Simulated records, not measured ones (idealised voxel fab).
This section sets out a process module, namely voxel wiring stack.
This is section cut - it's 300 nm across, gridded in 5 nm square cells.
Notation: cross-section as square-cell grid; stated in bands, top first, going down; one or more cell rows per band. For a band, the entry starts with two heights in nm, that of the top and then that of the bottom, and carries on with the band's materials in order from left to right, each alongside its width in nm; the word "throughout" beside a single material means it fills the band edge to edge, and "air" means empty space. All heights in this document are referenced to 0, defined as the level beneath which the wafer, as received, consists entirely of one material. The lowest band is not bounded below; it extends indefinitely downward and is written in the form "z 0 and below". Quick explanation for "30..40": the width changes in equal steps down the rows of cells, from the first number in the band's top row to the second number in its bottom row. Key: "no change occurred" - step with no changed cell in the cross-section. The label "Internal closed voids" introduces a list of the empty spaces, 8 cells or larger, that have no open way up to the top; each entry in it reads width x height at distance, where the distance is taken from the left edge and all three are stated in nm. Anything after a step's settings on that line? It's the simulator's own note about the step. The line of a step may include "overlay nm". On a step with a mask, this value is how far to the right of its planned place the mask lay. A negative value means the mask lay to the left.

Planned step list for the process:
step 1: RECEIVE (material Si)
step 2: CONFORMAL_DEP (material SiO2; thk nm 15)
step 3: DIRECTIONAL_DEP (material TiN; thk nm 5)
step 4: DIRECTIONAL_DEP (material Ru; thk nm 25)
step 5: PATTERN (tone cover; mask id METAL_1; material resist; width nm 30; pitch nm 45; thk nm 20; overlay nm 0)
step 6: DIRECTIONAL_ETCH (etch materials Ru; depth nm 25)
step 7: DIRECTIONAL_ETCH (etch materials TiN; depth nm 5)
step 8: STRIP (etch materials resist)
step 9: CONFORMAL_DEP (material SiN; thk nm 5)
step 10: FILL_DEP (material lowk; thk nm 10)
step 11: CMP (height nm 45)
step 12: CONFORMAL_DEP (material SiCN; thk nm 5)
step 13: DIRECTIONAL_DEP (material lowk; thk nm 30)
step 14: MASKED_ETCH (tone open; mask id METAL_2_HOLES; width nm 15; pitch nm 45; etch materials lowk; depth nm 30; overlay nm 0)
step 15: MASKED_ETCH (tone open; mask id METAL_2; width nm 30; pitch nm 45; etch materials lowk; depth nm 15; overlay nm 0)
step 16: MASKED_ETCH (tone open; mask id METAL_2; width nm 30; pitch nm 45; etch materials SiCN; depth nm 5; overlay nm 0)
step 17: CONFORMAL_DEP (material TiN; thk nm 5)
step 18: FILL_DEP (material Cu; thk nm 10)
step 19: CMP (height nm 80)
step 20: CONFORMAL_DEP (material SiCN; thk nm 5)
step 21: DIRECTIONAL_DEP (material SiO2; thk nm 30)
step 22: PATTERN (tone open; mask id METAL_3; material resist; width nm 30; pitch nm 45; thk nm 20; overlay nm 0)
step 23: DIRECTIONAL_ETCH (etch materials SiO2; depth nm 15)
step 24: STRIP (etch materials resist)
step 25: MASKED_ETCH (tone open; mask id METAL_3_HOLES; width nm 15; pitch nm 45; etch materials SiO2; depth nm 15; overlay nm 0)
step 26: MASKED_ETCH (tone open; mask id METAL_3_HOLES; width nm 15; pitch nm 45; etch materials SiCN; depth nm 5; overlay nm 0)
step 27: CONFORMAL_DEP (material TiN; thk nm 5)
step 28: FILL_DEP (material Cu; thk nm 10)
step 29: CMP (height nm 115)
step 30: CONFORMAL_DEP (material SiN; thk nm 5)

First wafer, two in total, run as planned:

As-received state of the wafer in cross-section, equivalent to post-step 1:
> z 0 and below  Si throughout
> Internal closed voids: none

Cross-section of the wafer subsequent to step 2:
> z 15 to 0  SiO2 throughout
> Beneath the level 0, the cross-section is identical to its previous state.

Cross-section of the wafer subsequent to step 3:
> z 20 to 15  TiN throughout
> Beneath the level 15, the cross-section is identical to its previous state.

Cross-section of the wafer subsequent to step 4:
> z 45 to 20  Ru throughout
> Beneath the level 20, the cross-section is identical to its previous state.

Cross-section of the wafer subsequent to step 5:
> z 65 to 45  air: 65; resist: 30; air: 15; resist: 30; air: 15; resist: 30; air: 15; resist: 30; air: 70
> Beneath the level 45, the cross-section is identical to its previous state.

Cross-section of the wafer subsequent to step 6:
> z 65 to 45  air: 65; resist: 30; air: 15; resist: 30; air: 15; resist: 30; air: 15; resist: 30; air: 70
> z 45 to 20  air: 65; Ru: 30; air: 15; Ru: 30; air: 15; Ru: 30; air: 15; Ru: 30; air: 70
> Beneath the level 20, the cross-section is identical to its previous state.

Cross-section of the wafer subsequent to step 7:
> z 65 to 45  air: 65; resist: 30; air: 15; resist: 30; air: 15; resist: 30; air: 15; resist: 30; air: 70
> z 45 to 20  air: 65; Ru: 30; air: 15; Ru: 30; air: 15; Ru: 30; air: 15; Ru: 30; air: 70
> z 20 to 15  air: 65; TiN: 30; air: 15; TiN: 30; air: 15; TiN: 30; air: 15; TiN: 30; air: 70
> Beneath the level 15, the cross-section is identical to its previous state.

Cross-section of the wafer subsequent to step 8:
> z 45 to 20  air: 65; Ru: 30; air: 15; Ru: 30; air: 15; Ru: 30; air: 15; Ru: 30; air: 70
> Beneath the level 20, the cross-section is identical to its previous state.

Cross-section of the wafer subsequent to step 9:
> z 50 to 45  air: 60; SiN: 40; air: 5; SiN: 40; air: 5; SiN: 40; air: 5; SiN: 40; air: 65
> z 45 to 20  air: 60; SiN: 5; Ru: 30; SiN: 5; air: 5; SiN: 5; Ru: 30; SiN: 5; air: 5; SiN: 5; Ru: 30; SiN: 5; air: 5; SiN: 5; Ru: 30; SiN: 5; air: 65
> z 20 to 15  SiN: 65; TiN: 30; SiN: 15; TiN: 30; SiN: 15; TiN: 30; SiN: 15; TiN: 30; SiN: 70
> Beneath the level 15, the cross-section is identical to its previous state.

Cross-section of the wafer subsequent to step 10:
> z 60 to 50  lowk throughout
> z 50 to 45  lowk: 60; SiN: 40; lowk: 5; SiN: 40; lowk: 5; SiN: 40; lowk: 5; SiN: 40; lowk: 65
> z 45 to 20  lowk: 60; SiN: 5; Ru: 30; SiN: 5; lowk: 5; SiN: 5; Ru: 30; SiN: 5; lowk: 5; SiN: 5; Ru: 30; SiN: 5; lowk: 5; SiN: 5; Ru: 30; SiN: 5; lowk: 65
> Beneath the level 20, the cross-section is identical to its previous state.

Cross-section of the wafer subsequent to step 11:
> z 45 to 20  lowk: 60; SiN: 5; Ru: 30; SiN: 5; lowk: 5; SiN: 5; Ru: 30; SiN: 5; lowk: 5; SiN: 5; Ru: 30; SiN: 5; lowk: 5; SiN: 5; Ru: 30; SiN: 5; lowk: 65
> Beneath the level 20, the cross-section is identical to its previous state.

Cross-section of the wafer subsequent to step 12:
> z 50 to 45  SiCN throughout
> Beneath the level 45, the cross-section is identical to its previous state.

Cross-section of the wafer subsequent to step 13:
> z 80 to 50  lowk throughout
> Beneath the level 50, the cross-section is identical to its previous state.

Cross-section of the wafer subsequent to step 14:
> z 80 to 50  lowk: 65; air: 15; lowk: 30; air: 15; lowk: 30; air: 15; lowk: 30; air: 15; lowk: 85
> Beneath the level 50, the cross-section is identical to its previous state.

Cross-section of the wafer subsequent to step 15:
> z 80 to 65  lowk: 65; air: 30; lowk: 15; air: 30; lowk: 15; air: 30; lowk: 15; air: 30; lowk: 70
> Beneath the level 65, the cross-section is identical to its previous state.

Cross-section of the wafer subsequent to step 16:
> z 80 to 65  lowk: 65; air: 30; lowk: 15; air: 30; lowk: 15; air: 30; lowk: 15; air: 30; lowk: 70
> z 65 to 50  lowk: 65; air: 15; lowk: 30; air: 15; lowk: 30; air: 15; lowk: 30; air: 15; lowk: 85
> z 50 to 45  SiCN: 65; air: 15; SiCN: 30; air: 15; SiCN: 30; air: 15; SiCN: 30; air: 15; SiCN: 85
> Beneath the level 45, the cross-section is identical to its previous state.

Cross-section of the wafer subsequent to step 17:
> z 85 to 80  TiN: 70; air: 20; TiN: 25; air: 20; TiN: 25; air: 20; TiN: 25; air: 20; TiN: 75
> z 80 to 70  lowk: 65; TiN: 5; air: 20; TiN: 5; lowk: 15; TiN: 5; air: 20; TiN: 5; lowk: 15; TiN: 5; air: 20; TiN: 5; lowk: 15; TiN: 5; air: 20; TiN: 5; lowk: 70
> z 70 to 65  lowk: 65; TiN: 5; air: 5; TiN: 20; lowk: 15; TiN: 5; air: 5; TiN: 20; lowk: 15; TiN: 5; air: 5; TiN: 20; lowk: 15; TiN: 5; air: 5; TiN: 20; lowk: 70
> z 65 to 50  lowk: 65; TiN: 5; air: 5; TiN: 5; lowk: 30; TiN: 5; air: 5; TiN: 5; lowk: 30; TiN: 5; air: 5; TiN: 5; lowk: 30; TiN: 5; air: 5; TiN: 5; lowk: 85
> z 50 to 45  SiCN: 65; TiN: 15; SiCN: 30; TiN: 15; SiCN: 30; TiN: 15; SiCN: 30; TiN: 15; SiCN: 85
> Beneath the level 45, the cross-section is identical to its previous state.

Cross-section of the wafer subsequent to step 18:
> z 95 to 85  Cu throughout
> z 85 to 80  TiN: 70; Cu: 20; TiN: 25; Cu: 20; TiN: 25; Cu: 20; TiN: 25; Cu: 20; TiN: 75
> z 80 to 70  lowk: 65; TiN: 5; Cu: 20; TiN: 5; lowk: 15; TiN: 5; Cu: 20; TiN: 5; lowk: 15; TiN: 5; Cu: 20; TiN: 5; lowk: 15; TiN: 5; Cu: 20; TiN: 5; lowk: 70
> z 70 to 65  lowk: 65; TiN: 5; Cu: 5; TiN: 20; lowk: 15; TiN: 5; Cu: 5; TiN: 20; lowk: 15; TiN: 5; Cu: 5; TiN: 20; lowk: 15; TiN: 5; Cu: 5; TiN: 20; lowk: 70
> z 65 to 50  lowk: 65; TiN: 5; Cu: 5; TiN: 5; lowk: 30; TiN: 5; Cu: 5; TiN: 5; lowk: 30; TiN: 5; Cu: 5; TiN: 5; lowk: 30; TiN: 5; Cu: 5; TiN: 5; lowk: 85
> Beneath the level 50, the cross-section is identical to its previous state.

Cross-section of the wafer subsequent to step 19:
> z 80 to 70  lowk: 65; TiN: 5; Cu: 20; TiN: 5; lowk: 15; TiN: 5; Cu: 20; TiN: 5; lowk: 15; TiN: 5; Cu: 20; TiN: 5; lowk: 15; TiN: 5; Cu: 20; TiN: 5; lowk: 70
> Beneath the level 70, the cross-section is identical to its previous state.

Cross-section of the wafer subsequent to step 20:
> z 85 to 80  SiCN throughout
> Beneath the level 80, the cross-section is identical to its previous state.

Cross-section of the wafer subsequent to step 21:
> z 115 to 85  SiO2 throughout
> Beneath the level 85, the cross-section is identical to its previous state.

Cross-section of the wafer subsequent to step 22:
> z 135 to 115  resist: 65; air: 30; resist: 15; air: 30; resist: 15; air: 30; resist: 15; air: 30; resist: 70
> Beneath the level 115, the cross-section is identical to its previous state.

Cross-section of the wafer subsequent to step 23:
> z 135 to 115  resist: 65; air: 30; resist: 15; air: 30; resist: 15; air: 30; resist: 15; air: 30; resist: 70
> z 115 to 100  SiO2: 65; air: 30; SiO2: 15; air: 30; SiO2: 15; air: 30; SiO2: 15; air: 30; SiO2: 70
> Beneath the level 100, the cross-section is identical to its previous state.

Cross-section of the wafer subsequent to step 24:
> z 115 to 100  SiO2: 65; air: 30; SiO2: 15; air: 30; SiO2: 15; air: 30; SiO2: 15; air: 30; SiO2: 70
> Beneath the level 100, the cross-section is identical to its previous state.

Cross-section of the wafer subsequent to step 25:
> z 115 to 100  SiO2: 65; air: 30; SiO2: 15; air: 30; SiO2: 15; air: 30; SiO2: 15; air: 30; SiO2: 70
> z 100 to 85  SiO2: 65; air: 15; SiO2: 30; air: 15; SiO2: 30; air: 15; SiO2: 30; air: 15; SiO2: 85
> Beneath the level 85, the cross-section is identical to its previous state.

Cross-section of the wafer subsequent to step 26:
> z 115 to 100  SiO2: 65; air: 30; SiO2: 15; air: 30; SiO2: 15; air: 30; SiO2: 15; air: 30; SiO2: 70
> z 100 to 85  SiO2: 65; air: 15; SiO2: 30; air: 15; SiO2: 30; air: 15; SiO2: 30; air: 15; SiO2: 85
> z 85 to 80  SiCN: 65; air: 15; SiCN: 30; air: 15; SiCN: 30; air: 15; SiCN: 30; air: 15; SiCN: 85
> Beneath the level 80, the cross-section is identical to its previous state.

Cross-section of the wafer subsequent to step 27:
> z 120 to 115  TiN: 70; air: 20; TiN: 25; air: 20; TiN: 25; air: 20; TiN: 25; air: 20; TiN: 75
> z 115 to 105  SiO2: 65; TiN: 5; air: 20; TiN: 5; SiO2: 15; TiN: 5; air: 20; TiN: 5; SiO2: 15; TiN: 5; air: 20; TiN: 5; SiO2: 15; TiN: 5; air: 20; TiN: 5; SiO2: 70
> z 105 to 100  SiO2: 65; TiN: 5; air: 5; TiN: 20; SiO2: 15; TiN: 5; air: 5; TiN: 20; SiO2: 15; TiN: 5; air: 5; TiN: 20; SiO2: 15; TiN: 5; air: 5; TiN: 20; SiO2: 70
> z 100 to 85  SiO2: 65; TiN: 5; air: 5; TiN: 5; SiO2: 30; TiN: 5; air: 5; TiN: 5; SiO2: 30; TiN: 5; air: 5; TiN: 5; SiO2: 30; TiN: 5; air: 5; TiN: 5; SiO2: 85
> z 85 to 80  SiCN: 65; TiN: 15; SiCN: 30; TiN: 15; SiCN: 30; TiN: 15; SiCN: 30; TiN: 15; SiCN: 85
> Beneath the level 80, the cross-section is identical to its previous state.

Cross-section of the wafer subsequent to step 28:
> z 130 to 120  Cu throughout
> z 120 to 115  TiN: 70; Cu: 20; TiN: 25; Cu: 20; TiN: 25; Cu: 20; TiN: 25; Cu: 20; TiN: 75
> z 115 to 105  SiO2: 65; TiN: 5; Cu: 20; TiN: 5; SiO2: 15; TiN: 5; Cu: 20; TiN: 5; SiO2: 15; TiN: 5; Cu: 20; TiN: 5; SiO2: 15; TiN: 5; Cu: 20; TiN: 5; SiO2: 70
> z 105 to 100  SiO2: 65; TiN: 5; Cu: 5; TiN: 20; SiO2: 15; TiN: 5; Cu: 5; TiN: 20; SiO2: 15; TiN: 5; Cu: 5; TiN: 20; SiO2: 15; TiN: 5; Cu: 5; TiN: 20; SiO2: 70
> z 100 to 85  SiO2: 65; TiN: 5; Cu: 5; TiN: 5; SiO2: 30; TiN: 5; Cu: 5; TiN: 5; SiO2: 30; TiN: 5; Cu: 5; TiN: 5; SiO2: 30; TiN: 5; Cu: 5; TiN: 5; SiO2: 85
> Beneath the level 85, the cross-section is identical to its previous state.

Cross-section of the wafer subsequent to step 29:
> z 115 to 105  SiO2: 65; TiN: 5; Cu: 20; TiN: 5; SiO2: 15; TiN: 5; Cu: 20; TiN: 5; SiO2: 15; TiN: 5; Cu: 20; TiN: 5; SiO2: 15; TiN: 5; Cu: 20; TiN: 5; SiO2: 70
> Beneath the level 105, the cross-section is identical to its previous state.

Cross-section of the wafer subsequent to step 30:
> z 120 to 115  SiN throughout
> Beneath the level 115, the cross-section is identical to its previous state.

The second wafer: identical to the first at the outset and in its planned sequence, differing only in that one mistake was made during processing; up to and including step 2, its path is the first wafer's path:

Cross-section of the second wafer at the time step 3 of the plan should have ended: no change occurred

Cross-section of the second wafer at the time step 4 of the plan should have ended:
> z 40 to 15  Ru throughout
> Beneath the level 15, the cross-section is identical to its previous state.

Cross-section of the second wafer at the time step 5 of the plan should have ended:
> z 60 to 40  air: 65; resist: 30; air: 15; resist: 30; air: 15; resist: 30; air: 15; resist: 30; air: 70
> Beneath the level 40, the cross-section is identical to its previous state.

Cross-section of the second wafer at the time step 6 of the plan should have ended:
> z 60 to 40  air: 65; resist: 30; air: 15; resist: 30; air: 15; resist: 30; air: 15; resist: 30; air: 70
> z 40 to 15  air: 65; Ru: 30; air: 15; Ru: 30; air: 15; Ru: 30; air: 15; Ru: 30; air: 70
> Beneath the level 15, the cross-section is identical to its previous state.

Cross-section of the second wafer at the time step 7 of the plan should have ended: no change occurred

Cross-section of the second wafer at the time step 8 of the plan should have ended:
> z 40 to 15  air: 65; Ru: 30; air: 15; Ru: 30; air: 15; Ru: 30; air: 15; Ru: 30; air: 70
> Beneath the level 15, the cross-section is identical to its previous state.

Cross-section of the second wafer at the time step 9 of the plan should have ended:
> z 45 to 40  air: 60; SiN: 40; air: 5; SiN: 40; air: 5; SiN: 40; air: 5; SiN: 40; air: 65
> z 40 to 20  air: 60; SiN: 5; Ru: 30; SiN: 5; air: 5; SiN: 5; Ru: 30; SiN: 5; air: 5; SiN: 5; Ru: 30; SiN: 5; air: 5; SiN: 5; Ru: 30; SiN: 5; air: 65
> z 20 to 15  SiN: 65; Ru: 30; SiN: 15; Ru: 30; SiN: 15; Ru: 30; SiN: 15; Ru: 30; SiN: 70
> Beneath the level 15, the cross-section is identical to its previous state.

Cross-section of the second wafer at the time step 10 of the plan should have ended:
> z 55 to 45  lowk throughout
> z 45 to 40  lowk: 60; SiN: 40; lowk: 5; SiN: 40; lowk: 5; SiN: 40; lowk: 5; SiN: 40; lowk: 65
> z 40 to 20  lowk: 60; SiN: 5; Ru: 30; SiN: 5; lowk: 5; SiN: 5; Ru: 30; SiN: 5; lowk: 5; SiN: 5; Ru: 30; SiN: 5; lowk: 5; SiN: 5; Ru: 30; SiN: 5; lowk: 65
> Beneath the level 20, the cross-section is identical to its previous state.

Cross-section of the second wafer at the time step 11 of the plan should have ended:
> z 45 to 40  lowk: 60; SiN: 40; lowk: 5; SiN: 40; lowk: 5; SiN: 40; lowk: 5; SiN: 40; lowk: 65
> Beneath the level 40, the cross-section is identical to its previous state.

Cross-section of the second wafer at the time step 12 of the plan should have ended:
> z 50 to 45  SiCN throughout
> Beneath the level 45, the cross-section is identical to its previous state.

Cross-section of the second wafer at the time step 13 of the plan should have ended:
> z 80 to 50  lowk throughout
> Beneath the level 50, the cross-section is identical to its previous state.

Cross-section of the second wafer at the time step 14 of the plan should have ended:
> z 80 to 50  lowk: 65; air: 15; lowk: 30; air: 15; lowk: 30; air: 15; lowk: 30; air: 15; lowk: 85
> Beneath the level 50, the cross-section is identical to its previous state.

Cross-section of the second wafer at the time step 15 of the plan should have ended:
> z 80 to 65  lowk: 65; air: 30; lowk: 15; air: 30; lowk: 15; air: 30; lowk: 15; air: 30; lowk: 70
> Beneath the level 65, the cross-section is identical to its previous state.

Cross-section of the second wafer at the time step 16 of the plan should have ended:
> z 80 to 65  lowk: 65; air: 30; lowk: 15; air: 30; lowk: 15; air: 30; lowk: 15; air: 30; lowk: 70
> z 65 to 50  lowk: 65; air: 15; lowk: 30; air: 15; lowk: 30; air: 15; lowk: 30; air: 15; lowk: 85
> z 50 to 45  SiCN: 65; air: 15; SiCN: 30; air: 15; SiCN: 30; air: 15; SiCN: 30; air: 15; SiCN: 85
> Beneath the level 45, the cross-section is identical to its previous state.

Cross-section of the second wafer at the time step 17 of the plan should have ended:
> z 85 to 80  TiN: 70; air: 20; TiN: 25; air: 20; TiN: 25; air: 20; TiN: 25; air: 20; TiN: 75
> z 80 to 70  lowk: 65; TiN: 5; air: 20; TiN: 5; lowk: 15; TiN: 5; air: 20; TiN: 5; lowk: 15; TiN: 5; air: 20; TiN: 5; lowk: 15; TiN: 5; air: 20; TiN: 5; lowk: 70
> z 70 to 65  lowk: 65; TiN: 5; air: 5; TiN: 20; lowk: 15; TiN: 5; air: 5; TiN: 20; lowk: 15; TiN: 5; air: 5; TiN: 20; lowk: 15; TiN: 5; air: 5; TiN: 20; lowk: 70
> z 65 to 50  lowk: 65; TiN: 5; air: 5; TiN: 5; lowk: 30; TiN: 5; air: 5; TiN: 5; lowk: 30; TiN: 5; air: 5; TiN: 5; lowk: 30; TiN: 5; air: 5; TiN: 5; lowk: 85
> z 50 to 45  SiCN: 65; TiN: 15; SiCN: 30; TiN: 15; SiCN: 30; TiN: 15; SiCN: 30; TiN: 15; SiCN: 85
> Beneath the level 45, the cross-section is identical to its previous state.

Cross-section of the second wafer at the time step 18 of the plan should have ended:
> z 95 to 85  Cu throughout
> z 85 to 80  TiN: 70; Cu: 20; TiN: 25; Cu: 20; TiN: 25; Cu: 20; TiN: 25; Cu: 20; TiN: 75
> z 80 to 70  lowk: 65; TiN: 5; Cu: 20; TiN: 5; lowk: 15; TiN: 5; Cu: 20; TiN: 5; lowk: 15; TiN: 5; Cu: 20; TiN: 5; lowk: 15; TiN: 5; Cu: 20; TiN: 5; lowk: 70
> z 70 to 65  lowk: 65; TiN: 5; Cu: 5; TiN: 20; lowk: 15; TiN: 5; Cu: 5; TiN: 20; lowk: 15; TiN: 5; Cu: 5; TiN: 20; lowk: 15; TiN: 5; Cu: 5; TiN: 20; lowk: 70
> z 65 to 50  lowk: 65; TiN: 5; Cu: 5; TiN: 5; lowk: 30; TiN: 5; Cu: 5; TiN: 5; lowk: 30; TiN: 5; Cu: 5; TiN: 5; lowk: 30; TiN: 5; Cu: 5; TiN: 5; lowk: 85
> Beneath the level 50, the cross-section is identical to its previous state.

Cross-section of the second wafer at the time step 19 of the plan should have ended:
> z 80 to 70  lowk: 65; TiN: 5; Cu: 20; TiN: 5; lowk: 15; TiN: 5; Cu: 20; TiN: 5; lowk: 15; TiN: 5; Cu: 20; TiN: 5; lowk: 15; TiN: 5; Cu: 20; TiN: 5; lowk: 70
> Beneath the level 70, the cross-section is identical to its previous state.

Cross-section of the second wafer at the time step 20 of the plan should have ended:
> z 85 to 80  SiCN throughout
> Beneath the level 80, the cross-section is identical to its previous state.

Cross-section of the second wafer at the time step 21 of the plan should have ended:
> z 115 to 85  SiO2 throughout
> Beneath the level 85, the cross-section is identical to its previous state.

Cross-section of the second wafer at the time step 22 of the plan should have ended:
> z 135 to 115  resist: 65; air: 30; resist: 15; air: 30; resist: 15; air: 30; resist: 15; air: 30; resist: 70
> Beneath the level 115, the cross-section is identical to its previous state.

Cross-section of the second wafer at the time step 23 of the plan should have ended:
> z 135 to 115  resist: 65; air: 30; resist: 15; air: 30; resist: 15; air: 30; resist: 15; air: 30; resist: 70
> z 115 to 100  SiO2: 65; air: 30; SiO2: 15; air: 30; SiO2: 15; air: 30; SiO2: 15; air: 30; SiO2: 70
> Beneath the level 100, the cross-section is identical to its previous state.

Cross-section of the second wafer at the time step 24 of the plan should have ended:
> z 115 to 100  SiO2: 65; air: 30; SiO2: 15; air: 30; SiO2: 15; air: 30; SiO2: 15; air: 30; SiO2: 70
> Beneath the level 100, the cross-section is identical to its previous state.

Cross-section of the second wafer at the time step 25 of the plan should have ended:
> z 115 to 100  SiO2: 65; air: 30; SiO2: 15; air: 30; SiO2: 15; air: 30; SiO2: 15; air: 30; SiO2: 70
> z 100 to 85  SiO2: 65; air: 15; SiO2: 30; air: 15; SiO2: 30; air: 15; SiO2: 30; air: 15; SiO2: 85
> Beneath the level 85, the cross-section is identical to its previous state.

Cross-section of the second wafer at the time step 26 of the plan should have ended:
> z 115 to 100  SiO2: 65; air: 30; SiO2: 15; air: 30; SiO2: 15; air: 30; SiO2: 15; air: 30; SiO2: 70
> z 100 to 85  SiO2: 65; air: 15; SiO2: 30; air: 15; SiO2: 30; air: 15; SiO2: 30; air: 15; SiO2: 85
> z 85 to 80  SiCN: 65; air: 15; SiCN: 30; air: 15; SiCN: 30; air: 15; SiCN: 30; air: 15; SiCN: 85
> Beneath the level 80, the cross-section is identical to its previous state.

Cross-section of the second wafer at the time step 27 of the plan should have ended:
> z 120 to 115  TiN: 70; air: 20; TiN: 25; air: 20; TiN: 25; air: 20; TiN: 25; air: 20; TiN: 75
> z 115 to 105  SiO2: 65; TiN: 5; air: 20; TiN: 5; SiO2: 15; TiN: 5; air: 20; TiN: 5; SiO2: 15; TiN: 5; air: 20; TiN: 5; SiO2: 15; TiN: 5; air: 20; TiN: 5; SiO2: 70
> z 105 to 100  SiO2: 65; TiN: 5; air: 5; TiN: 20; SiO2: 15; TiN: 5; air: 5; TiN: 20; SiO2: 15; TiN: 5; air: 5; TiN: 20; SiO2: 15; TiN: 5; air: 5; TiN: 20; SiO2: 70
> z 100 to 85  SiO2: 65; TiN: 5; air: 5; TiN: 5; SiO2: 30; TiN: 5; air: 5; TiN: 5; SiO2: 30; TiN: 5; air: 5; TiN: 5; SiO2: 30; TiN: 5; air: 5; TiN: 5; SiO2: 85
> z 85 to 80  SiCN: 65; TiN: 15; SiCN: 30; TiN: 15; SiCN: 30; TiN: 15; SiCN: 30; TiN: 15; SiCN: 85
> Beneath the level 80, the cross-section is identical to its previous state.

Cross-section of the second wafer at the time step 28 of the plan should have ended:
> z 130 to 120  Cu throughout
> z 120 to 115  TiN: 70; Cu: 20; TiN: 25; Cu: 20; TiN: 25; Cu: 20; TiN: 25; Cu: 20; TiN: 75
> z 115 to 105  SiO2: 65; TiN: 5; Cu: 20; TiN: 5; SiO2: 15; TiN: 5; Cu: 20; TiN: 5; SiO2: 15; TiN: 5; Cu: 20; TiN: 5; SiO2: 15; TiN: 5; Cu: 20; TiN: 5; SiO2: 70
> z 105 to 100  SiO2: 65; TiN: 5; Cu: 5; TiN: 20; SiO2: 15; TiN: 5; Cu: 5; TiN: 20; SiO2: 15; TiN: 5; Cu: 5; TiN: 20; SiO2: 15; TiN: 5; Cu: 5; TiN: 20; SiO2: 70
> z 100 to 85  SiO2: 65; TiN: 5; Cu: 5; TiN: 5; SiO2: 30; TiN: 5; Cu: 5; TiN: 5; SiO2: 30; TiN: 5; Cu: 5; TiN: 5; SiO2: 30; TiN: 5; Cu: 5; TiN: 5; SiO2: 85
> Beneath the level 85, the cross-section is identical to its previous state.

Cross-section of the second wafer at the time step 29 of the plan should have ended:
> z 115 to 105  SiO2: 65; TiN: 5; Cu: 20; TiN: 5; SiO2: 15; TiN: 5; Cu: 20; TiN: 5; SiO2: 15; TiN: 5; Cu: 20; TiN: 5; SiO2: 15; TiN: 5; Cu: 20; TiN: 5; SiO2: 70
> Beneath the level 105, the cross-section is identical to its previous state.

Cross-section of the second wafer at the time step 30 of the plan should have ended:
> z 120 to 115  SiN throughout
> Beneath the level 115, the cross-section is identical to its previous state.
Want to know what went wrong? step 3 of the plan: omitted, not performed
The final cell counts differ between the wafers, with the second having more or fewer of some materials than the first: +24 SiN | -24 TiN
